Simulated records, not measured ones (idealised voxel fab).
Documented hereafter: the process module known as voxel lift off.
145 nm wide, 5 nm square cells: that's cross-section cut.
Cross-section format: a grid of square cells, given as bands from top to bottom; each band is one or more rows of cells.
Band: top and bottom heights (nm) first, top before bottom; then materials from left to right, widths in nm. "everywhere" marks a sole material filling the band edge to edge. "air" denotes empty space.
Heads up on the height convention: 0 is the point under which the incoming wafer is all one material, and the lowest band has no bottom, it just keeps going down, like "0..down".
Graded width ("30 to 40"): value in top row of band = first number; value in bottom row = second number; row-to-row change constant.
What does "nothing got changed" mean for a step? It means no cell of the cross-section changed in that step.
Empty spaces without an open route to the top, at least 8 cells in extent, make up the entry "Enclosed void inventory"; each is given as width x height at distance, where the distance is measured from the left edge, and all are in nm.
Post-settings text on a step line: simulator's own remark regarding the step.
"overlay nm" answers the question of how far to the right of plan the mask lay on a step that has a mask, and when it is negative the answer is to the left.
**Planned step list for the process**
- 1: RECEIVE: material Si
- 2: CONFORMAL_DEP: material SiN, thk nm 15
- 3: PATTERN: tone open, mask id LINES, material resist, width nm 15, pitch nm 30, thk nm 25, overlay nm 0
- 4: DIRECTIONAL_DEP: material Ru, thk nm 10
- 5: STRIP: etch materials resist
- 6: CONFORMAL_DEP: material SiO2, thk nm 10
**First out of two wafers; run went to plan**
**Cross-sectional view of the wafer in its as-received condition, corresponding to the state after step 1**
    0..down  Si everywhere
    Enclosed void inventory: none
**Step 2 complete: cross-section through the wafer**
    15..0  SiN everywhere
    All layers under 0 are left as they were.
**Step 3 complete: cross-section through the wafer**
    40..15  20 nm resist, then 15 nm air, then 15 nm resist, then 15 nm air, then 15 nm resist, then 15 nm air, then 15 nm resist, then 15 nm air, then 20 nm resist
    All layers under 15 are left as they were.
**Step 4 complete: cross-section through the wafer**
    50..40  20 nm Ru, then 15 nm air, then 15 nm Ru, then 15 nm air, then 15 nm Ru, then 15 nm air, then 15 nm Ru, then 15 nm air, then 20 nm Ru
    40..25  20 nm resist, then 15 nm air, then 15 nm resist, then 15 nm air, then 15 nm resist, then 15 nm air, then 15 nm resist, then 15 nm air, then 20 nm resist
    25..15  20 nm resist, then 15 nm Ru, then 15 nm resist, then 15 nm Ru, then 15 nm resist, then 15 nm Ru, then 15 nm resist, then 15 nm Ru, then 20 nm resist
    All layers under 15 are left as they were.
**Step 5 complete: cross-section through the wafer**
    25..15  20 nm air, then 15 nm Ru, then 15 nm air, then 15 nm Ru, then 15 nm air, then 15 nm Ru, then 15 nm air, then 15 nm Ru, then 20 nm air
    All layers under 15 are left as they were.
**Step 6 complete: cross-section through the wafer**
    35..25  10 nm air, then 125 nm SiO2, then 10 nm air
    25..15  20 nm SiO2, then 15 nm Ru, then 15 nm SiO2, then 15 nm Ru, then 15 nm SiO2, then 15 nm Ru, then 15 nm SiO2, then 15 nm Ru, then 20 nm SiO2
    All layers under 15 are left as they were.
**Second wafer, same starting state and plan as the first, one mistake in the run, identical through step 1**
**Second wafer shown in cross-section at the time step 2 was slated to end**
    30..0  SiN everywhere
    All layers under 0 are left as they were.
**Second wafer shown in cross-section at the time step 3 was slated to end**
    55..30  20 nm resist, then 15 nm air, then 15 nm resist, then 15 nm air, then 15 nm resist, then 15 nm air, then 15 nm resist, then 15 nm air, then 20 nm resist
    All layers under 30 are left as they were.
**Second wafer shown in cross-section at the time step 4 was slated to end**
    65..55  20 nm Ru, then 15 nm air, then 15 nm Ru, then 15 nm air, then 15 nm Ru, then 15 nm air, then 15 nm Ru, then 15 nm air, then 20 nm Ru
    55..40  20 nm resist, then 15 nm air, then 15 nm resist, then 15 nm air, then 15 nm resist, then 15 nm air, then 15 nm resist, then 15 nm air, then 20 nm resist
    40..30  20 nm resist, then 15 nm Ru, then 15 nm resist, then 15 nm Ru, then 15 nm resist, then 15 nm Ru, then 15 nm resist, then 15 nm Ru, then 20 nm resist
    All layers under 30 are left as they were.
**Second wafer shown in cross-section at the time step 5 was slated to end**
    40..30  20 nm air, then 15 nm Ru, then 15 nm air, then 15 nm Ru, then 15 nm air, then 15 nm Ru, then 15 nm air, then 15 nm Ru, then 20 nm air
    All layers under 30 are left as they were.
**Second wafer shown in cross-section at the time step 6 was slated to end**
    50..40  10 nm air, then 125 nm SiO2, then 10 nm air
    40..30  20 nm SiO2, then 15 nm Ru, then 15 nm SiO2, then 15 nm Ru, then 15 nm SiO2, then 15 nm Ru, then 15 nm SiO2, then 15 nm Ru, then 20 nm SiO2
    All layers under 30 are left as they were.
Misprocessing identified: step 2 of the plan saw execution twice
The closing comparison, in cells, has the second wafer with more or fewer of some materials than the first: SiN +87
